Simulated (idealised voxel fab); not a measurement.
process module | voxel transistor to metal
cross-section cut | 165 nm wide | cells 5 nm
A cross-section is a grid of square cells, given in bands from the top down. A band is one or more rows of cells.
Each band's line starts with the height of the band's top and of its bottom, in nm. Then come its materials from left to right, each with its width in nm. One material with "throughout" fills the band from edge to edge. "air" is empty space.
Height 0 is the level under which the wafer as received is all one material. The lowest band goes on downwards, as in "0 down".
A width such as "30 to 40" changes by the same amount from each row of cells to the next, from the band's top row to its bottom row.
"no change" after a step means that no cell of the cross-section changed.
closed voids: empty space of 8 cells or more with no open way to the top, each as width x height at its distance from the left edge, in nm
after a step's settings: what the simulator itself notes on the step
overlay nm, on a step with a mask: how far to the right of its planned place the mask lay; to the left if negative
Each pair below shows a cross-section before one step and the cross-section after it, down to the lowest band that changed. The line under each pair gives the step between them, with its settings. The pairs can come from different runs of this module on the same starting wafer, so a pair continues from the pair above only where its "before" says so.
before
  35 to 15: resist 30 | air 105 | resist 30
  15 to 5: SiN throughout
  5 to 0: SiO2 throughout
  0 down: Si throughout
  closed voids: none
after
  35 to 15: resist 30 | air 105 | resist 30
  15 to 5: SiN 30 | air 105 | SiN 30
  below 5: unchanged
  closed voids: none
the step between: op DIRECTIONAL_ETCH | etch materials SiN | depth nm 10
before: the cross-section after the pair above
after
  35 to 15: resist 30 | air 105 | resist 30
  15 to 5: SiN 30 | air 105 | SiN 30
  5 to 0: SiO2 30 | air 105 | SiO2 30
  below 0: unchanged
  closed voids: none
the step between: op DIRECTIONAL_ETCH | etch materials SiO2 | depth nm 5
before: the cross-section after the pair above
after
  35 to 15: resist 30 | air 105 | resist 30
  15 to 5: SiN 30 | air 105 | SiN 30
  5 to 0: SiO2 30 | air 105 | SiO2 30
  0 to -25: Si 30 | air 105 | Si 30
  below -25: unchanged
  closed voids: none
the step between: op DIRECTIONAL_ETCH | etch materials Si | depth nm 25
before: the cross-section after the pair above
after
  15 to 5: SiN 30 | air 105 | SiN 30
  below 5: unchanged
  closed voids: none
the step between: op STRIP | etch materials resist
before: the cross-section after the pair above
after
  25 to 15: SiO2 throughout
  15 to 5: SiN 30 | SiO2 105 | SiN 30
  5 to 0: SiO2 throughout
  0 to -25: Si 30 | SiO2 105 | Si 30
  below -25: unchanged
  closed voids: none
the step between: op FILL_DEP | material SiO2 | thk nm 10
before: the cross-section after the pair above
after
  15 to 5: SiN 30 | SiO2 105 | SiN 30
  below 5: unchanged
  closed voids: none
the step between: op CMP | height nm 15
before: the cross-section after the pair above
after
  15 to 5: SiN 30 | air 105 | SiN 30
  below 5: unchanged
  closed voids: none
the step between: op SELECTIVE_ETCH | etch materials SiO2 | depth nm 10
before: the cross-section after the pair above
after
  5 to 0: SiO2 throughout
  below 0: unchanged
  closed voids: none
the step between: op STRIP | etch materials SiN
before: the cross-section after the pair above
after
  0 to -25: Si 30 | SiO2 105 | Si 30
  below -25: unchanged
  closed voids: none
the step between: op SELECTIVE_ETCH | etch materials SiO2 | depth nm 5
before: the cross-section after the pair above
after
  0 to -5: SiO2 throughout
  below -5: unchanged
  closed voids: none
the step between: op OXIDIZE | depth nm 5
before: the cross-section after the pair above
after
  30 to 0: polySi throughout
  below 0: unchanged
  closed voids: none
the step between: op DIRECTIONAL_DEP | material polySi | thk nm 30
before: the cross-section after the pair above
after
  45 to 30: SiCN throughout
  below 30: unchanged
  closed voids: none
the step between: op DIRECTIONAL_DEP | material SiCN | thk nm 15
before: the cross-section after the pair above
after
  65 to 45: air 70 | resist 25 | air 70
  below 45: unchanged
  closed voids: none
the step between: op PATTERN | tone cover | mask id GATE | material resist | width nm 25 | thk nm 20 | overlay nm 0
before: the cross-section after the pair above
after
  65 to 45: air 70 | resist 25 | air 70
  45 to 30: air 70 | SiCN 25 | air 70
  below 30: unchanged
  closed voids: none
the step between: op DIRECTIONAL_ETCH | etch materials SiCN | depth nm 25
before: the cross-section after the pair above
after
  65 to 45: air 70 | resist 25 | air 70
  45 to 30: air 70 | SiCN 25 | air 70
  30 to 0: air 70 | polySi 25 | air 70
  below 0: unchanged
  closed voids: none
the step between: op DIRECTIONAL_ETCH | etch materials polySi | depth nm 40
before: the cross-section after the pair above
after
  45 to 30: air 70 | SiCN 25 | air 70
  below 30: unchanged
  closed voids: none
the step between: op STRIP | etch materials resist
before: the cross-section after the pair above
after
  55 to 45: air 60 | SiN 45 | air 60
  45 to 30: air 60 | SiN 10 | SiCN 25 | SiN 10 | air 60
  30 to 10: air 60 | SiN 10 | polySi 25 | SiN 10 | air 60
  10 to 0: SiN 70 | polySi 25 | SiN 70
  below 0: unchanged
  closed voids: none
the step between: op CONFORMAL_DEP | material SiN | thk nm 10
before: the cross-section after the pair above
after
  45 to 30: air 60 | SiN 10 | SiCN 25 | SiN 10 | air 60
  30 to 0: air 60 | SiN 10 | polySi 25 | SiN 10 | air 60
  below 0: unchanged
  closed voids: none
the step between: op DIRECTIONAL_ETCH | etch materials SiN | depth nm 10
before: the cross-section after the pair above
after
  45 to 30: air 60 | SiN 10 | SiCN 25 | SiN 10 | air 60
  30 to 0: air 60 | SiN 10 | polySi 25 | SiN 10 | air 60
  0 to -5: air 60 | SiO2 45 | air 60
  below -5: unchanged
  closed voids: none
the step between: op DIRECTIONAL_ETCH | etch materials SiO2 | depth nm 5
before: the cross-section after the pair above
after
  45 to 30: air 60 | SiN 10 | SiCN 25 | SiN 10 | air 60
  30 to 0: air 60 | SiN 10 | polySi 25 | SiN 10 | air 60
  0 to -5: air 60 | SiO2 45 | air 60
  -5 to -20: air 30 | SiO2 105 | air 30
  below -20: unchanged
  closed voids: none
the step between: op DIRECTIONAL_ETCH | etch materials Si | depth nm 15
before: the cross-section after the pair above
after
  45 to 30: air 60 | SiN 10 | SiCN 25 | SiN 10 | air 60
  30 to 0: air 60 | SiN 10 | polySi 25 | SiN 10 | air 60
  0 to -5: air 60 | SiO2 45 | air 60
  -5 to -20: SiGe 30 | SiO2 105 | SiGe 30
  below -20: unchanged
  closed voids: none
the step between: op EPI | material SiGe | thk nm 15
before: the cross-section after the pair above
after
  55 to 45: SiO2 throughout
  45 to 30: SiO2 60 | SiN 10 | SiCN 25 | SiN 10 | SiO2 60
  30 to 0: SiO2 60 | SiN 10 | polySi 25 | SiN 10 | SiO2 60
  0 to -5: SiO2 throughout
  below -5: unchanged
  closed voids: none
the step between: op FILL_DEP | material SiO2 | thk nm 10
before: the cross-section after the pair above
after
  45 to 30: SiO2 60 | SiN 10 | SiCN 25 | SiN 10 | SiO2 60
  below 30: unchanged
  closed voids: none
the step between: op CMP | height nm 45
before: the cross-section after the pair above
after
  60 to 45: SiO2 throughout
  below 45: unchanged
  closed voids: none
the step between: op DIRECTIONAL_DEP | material SiO2 | thk nm 15
before: the cross-section after the pair above
after
  80 to 60: resist 40 | air 25 | resist 35 | air 25 | resist 40
  below 60: unchanged
  closed voids: none
the step between: op PATTERN | tone open | mask id CONTACT | material resist | width nm 25 | pitch nm 60 | thk nm 20 | overlay nm 0
before: the cross-section after the pair above
after
  80 to 60: resist 40 | air 25 | resist 35 | air 25 | resist 40
  60 to 45: SiO2 40 | air 25 | SiO2 35 | air 25 | SiO2 40
  45 to 30: SiO2 40 | air 20 | SiN 10 | SiCN 25 | SiN 10 | air 20 | SiO2 40
  30 to 0: SiO2 40 | air 20 | SiN 10 | polySi 25 | SiN 10 | air 20 | SiO2 40
  0 to -5: SiO2 40 | air 20 | SiO2 45 | air 20 | SiO2 40
  below -5: unchanged
  closed voids: none
the step between: op DIRECTIONAL_ETCH | etch materials SiO2 | depth nm 65
before: the cross-section after the pair above
after
  60 to 45: SiO2 40 | air 25 | SiO2 35 | air 25 | SiO2 40
  below 45: unchanged
  closed voids: none
the step between: op STRIP | etch materials resist
before: the cross-section after the pair above
after
  65 to 60: TiN 45 | air 15 | TiN 45 | air 15 | TiN 45
  60 to 50: SiO2 40 | TiN 5 | air 15 | TiN 5 | SiO2 35 | TiN 5 | air 15 | TiN 5 | SiO2 40
  50 to 45: SiO2 40 | TiN 5 | air 10 | TiN 10 | SiO2 35 | TiN 10 | air 10 | TiN 5 | SiO2 40
  45 to 30: SiO2 40 | TiN 5 | air 10 | TiN 5 | SiN 10 | SiCN 25 | SiN 10 | TiN 5 | air 10 | TiN 5 | SiO2 40
  30 to 0: SiO2 40 | TiN 5 | air 10 | TiN 5 | SiN 10 | polySi 25 | SiN 10 | TiN 5 | air 10 | TiN 5 | SiO2 40
  0 to -5: SiO2 40 | TiN 20 | SiO2 45 | TiN 20 | SiO2 40
  below -5: unchanged
  closed voids: none
the step between: op CONFORMAL_DEP | material TiN | thk nm 5
before: the cross-section after the pair above
after
  70 to 65: W throughout
  65 to 60: TiN 45 | W 15 | TiN 45 | W 15 | TiN 45
  60 to 50: SiO2 40 | TiN 5 | W 15 | TiN 5 | SiO2 35 | TiN 5 | W 15 | TiN 5 | SiO2 40
  50 to 45: SiO2 40 | TiN 5 | W 10 | TiN 10 | SiO2 35 | TiN 10 | W 10 | TiN 5 | SiO2 40
  45 to 30: SiO2 40 | TiN 5 | W 10 | TiN 5 | SiN 10 | SiCN 25 | SiN 10 | TiN 5 | W 10 | TiN 5 | SiO2 40
  30 to 0: SiO2 40 | TiN 5 | W 10 | TiN 5 | SiN 10 | polySi 25 | SiN 10 | TiN 5 | W 10 | TiN 5 | SiO2 40
  below 0: unchanged
  closed voids: none
the step between: op FILL_DEP | material W | thk nm 5
before: the cross-section after the pair above
after
  60 to 50: SiO2 40 | TiN 5 | W 15 | TiN 5 | SiO2 35 | TiN 5 | W 15 | TiN 5 | SiO2 40
  below 50: unchanged
  closed voids: none
the step between: op CMP | height nm 60
before: the cross-section after the pair above
after
  65 to 60: SiCN throughout
  below 60: unchanged
  closed voids: none
the step between: op CONFORMAL_DEP | material SiCN | thk nm 5
before: the cross-section after the pair above
after
  85 to 65: SiO2 throughout
  below 65: unchanged
  closed voids: none
the step between: op DIRECTIONAL_DEP | material SiO2 | thk nm 20
before: the cross-section after the pair above
after
  85 to 65: SiO2 40 | air 15 | SiO2 55 | air 15 | SiO2 40
  below 65: unchanged
  closed voids: none
the step between: op MASKED_ETCH | tone open | mask id METAL_1 | width nm 15 | pitch nm 70 | etch materials SiO2 | depth nm 20 | overlay nm 0
before: the cross-section after the pair above
after
  85 to 65: SiO2 40 | air 15 | SiO2 55 | air 15 | SiO2 40
  65 to 60: SiCN 40 | air 15 | SiCN 55 | air 15 | SiCN 40
  below 60: unchanged
  closed voids: none
the step between: op MASKED_ETCH | tone open | mask id METAL_1 | width nm 15 | pitch nm 70 | etch materials SiCN | depth nm 5 | overlay nm 0
before: the cross-section after the pair above
after
  90 to 85: TiN 45 | air 5 | TiN 65 | air 5 | TiN 45
  85 to 65: SiO2 40 | TiN 5 | air 5 | TiN 5 | SiO2 55 | TiN 5 | air 5 | TiN 5 | SiO2 40
  65 to 60: SiCN 40 | TiN 15 | SiCN 55 | TiN 15 | SiCN 40
  below 60: unchanged
  closed voids: none
the step between: op CONFORMAL_DEP | material TiN | thk nm 5
before: the cross-section after the pair above
after
  95 to 90: Cu throughout
  90 to 85: TiN 45 | Cu 5 | TiN 65 | Cu 5 | TiN 45
  85 to 65: SiO2 40 | TiN 5 | Cu 5 | TiN 5 | SiO2 55 | TiN 5 | Cu 5 | TiN 5 | SiO2 40
  below 65: unchanged
  closed voids: none
the step between: op FILL_DEP | material Cu | thk nm 5
before: the cross-section after the pair above
after
  85 to 65: SiO2 40 | TiN 5 | Cu 5 | TiN 5 | SiO2 55 | TiN 5 | Cu 5 | TiN 5 | SiO2 40
  below 65: unchanged
  closed voids: none
the step between: op CMP | height nm 85
before: the cross-section after the pair above
after
  90 to 85: SiN throughout
  below 85: unchanged
  closed voids: none
the step between: op CONFORMAL_DEP | material SiN | thk nm 5
